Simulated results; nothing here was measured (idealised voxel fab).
Proc. module: voxel air gaps
Square cells of 5 nm make up the cross-section cut, whose width is 270 nm.
A cross-section is written here as square cells arranged in a grid, and it is given in bands from the top down, each band taking up one or more rows of cells. Top, bottom (nm), then materials left to right with widths (nm); lone material tagged "full width" fills the whole band edge to edge; "empty" = empty space. It should be noted that heights are counted from 0, beneath which the wafer as supplied is of one material throughout, and that the lowest band possesses no lower boundary but continues downward, as written in "0..down". So if you see something like "30->40" for the width, read it as the top row of the band sitting at the first number and the bottom row at the second, with every row in between moving by the same amount as the last. Any step labelled "nothing was modified" changed none of the cells in the cross-section. In "Non-vented voids" the enclosed voids are listed, meaning empty spaces of 8 cells or larger without any opening to the top. The form is width x height at distance, distance from the left edge, units nm. after a step's settings: what the simulator itself notes on the step. The setting "overlay nm" may be written on the line of a step. When the step uses a mask, the value reports how far to the right of the planned place the mask lay, and a negative value reports that it lay to the left.
-- Planned process steps
1,RECEIVE (material Si)
2,CONFORMAL_DEP (material SiO2; thk nm 10)
3,CONFORMAL_DEP (material SiCN; thk nm 5)
4,DIRECTIONAL_DEP (material SiO2; thk nm 30)
5,PATTERN (tone open; mask id LINES; material resist; width nm 25; pitch nm 55; thk nm 15; overlay nm 0)
6,DIRECTIONAL_ETCH (etch materials SiO2; depth nm 40)
7,STRIP (etch materials resist)
8,CONFORMAL_DEP (material TiN; thk nm 5)
9,FILL_DEP (material Ru; thk nm 5)
10,CMP (height nm 55)
11,EPI (material Ru; thk nm 10)
12,SELECTIVE_ETCH (etch materials SiO2; depth nm 50)
13,CONFORMAL_DEP (material SiCN; thk nm 5)
Among the wafers covered here, the point of difference is the thk nm at step 4; their starting state is shared, and the plan presents the value of the first wafer.
-- Received wafers, first of several: cross-section after step 1
> 0..down  Si full width
> Non-vented voids: none
-- Wafer rows, end of module: cells per material gained (+) or lost (-) since receipt; closed voids last
thk nm 30, +216 Ru, +108 SiCN, +342 SiO2, +90 TiN, Non-vented voids: none
thk nm 35, +171 Ru, +108 SiCN, +381 SiO2, +96 TiN, Non-vented voids: none
thk nm 40, +117 Ru, +192 SiCN, +108 SiO2, +57 TiN, Non-vented voids: 20 x 30 at 95; 20 x 30 at 150
